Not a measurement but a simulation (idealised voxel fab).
Process module name: voxel ribs on slabs
Pictured: cross-section cut, 145 nm wide, on a grid of 5 nm square cells.
A cross-section is written here as square cells arranged in a grid, and it is given in bands from the top down, each band taking up one or more rows of cells.
The entry gives the band's vertical extent as a top height and a bottom height in nm, then its horizontal make-up as materials from left to right, each with a width in nm. "air" stands for empty space; a single material marked "full width" fills the band edge to edge.
The level at which height equals 0 is the one under which the wafer, as it arrives, is entirely one material. No lower edge exists for the bottom band, which continues downward and is notated as in "z 0 and below".
The expression "30 to 40" gives the width at the extremes of the band, the first number at its top row of cells and the second at its bottom row, with the width changing by equal amounts from each row to the next in between.
No cell of the cross-section changed in a step that is given as "stayed the same".
Reported under the label "Enclosed void catalog" are the empty spaces having no open way to the top and comprising 8 cells or more; the notation for each is width x height at distance, in which the distance is measured from the left edge and all three values are in nm.
Past the settings on a step's line: simulator remark, on that step.
A step line may carry the setting "overlay nm", which, for steps involving a mask, states the distance by which the mask lay to the right of its intended position; negative values denote displacement to the left.
Intended process steps:
1. RECEIVE with material Si
2. DIRECTIONAL_DEP with material SiO2, thk nm 30
3. DIRECTIONAL_DEP with material polySi, thk nm 15
4. MASKED_ETCH with tone cover, mask id RIB, width nm 25, etch materials polySi, depth nm 5, overlay nm 0
5. PATTERN with tone cover, mask id SLAB, material resist, width nm 65, thk nm 20, overlay nm 0
6. DIRECTIONAL_ETCH with etch materials polySi, depth nm 10
7. STRIP with etch materials resist
8. FILL_DEP with material SiO2, thk nm 30
9. CMP with height nm 65
10. DIRECTIONAL_DEP with material TiN, thk nm 10
11. PATTERN with tone cover, mask id HEATER, material resist, width nm 35, thk nm 15, overlay nm 0
12. DIRECTIONAL_ETCH with etch materials TiN, depth nm 10
13. STRIP with etch materials resist
14. CONFORMAL_DEP with material SiO2, thk nm 5
Cross-section of the incoming wafer, state after step 1:
	z 0 and below: Si full width
	Enclosed void catalog: none
End-of-module cross-section of the first of two wafers, processed as planned:
	z 80 to 75: 50 nm air  45 nm SiO2  50 nm air
	z 75 to 70: 50 nm air  5 nm SiO2  35 nm TiN  5 nm SiO2  50 nm air
	z 70 to 65: 55 nm SiO2  35 nm TiN  55 nm SiO2
	z 65 to 45: SiO2 full width
	z 45 to 40: 60 nm SiO2  25 nm polySi  60 nm SiO2
	z 40 to 30: 40 nm SiO2  65 nm polySi  40 nm SiO2
	z 30 to 0: SiO2 full width
	z 0 and below: Si full width
	Enclosed void catalog: none
Second wafer at the end: like start, like plan, one mistake:
	z 80 to 75: 50 nm air  45 nm SiO2  50 nm air
	z 75 to 70: 50 nm air  5 nm SiO2  35 nm TiN  5 nm SiO2  50 nm air
	z 70 to 65: 55 nm SiO2  35 nm TiN  55 nm SiO2
	z 65 to 45: SiO2 full width
	z 45 to 40: 65 nm SiO2  25 nm polySi  55 nm SiO2
	z 40 to 30: 40 nm SiO2  65 nm polySi  40 nm SiO2
	z 30 to 0: SiO2 full width
	z 0 and below: Si full width
	Enclosed void catalog: none
Here's what went sideways: planned and actual differ for step 4; actual: MASKED_ETCH with tone cover, mask id RIB, width nm 25, etch materials polySi, depth nm 5, overlay nm 5
Comparing end states, the material composition by cell count is preserved from the first wafer to the second, while the locations of the cells are not.
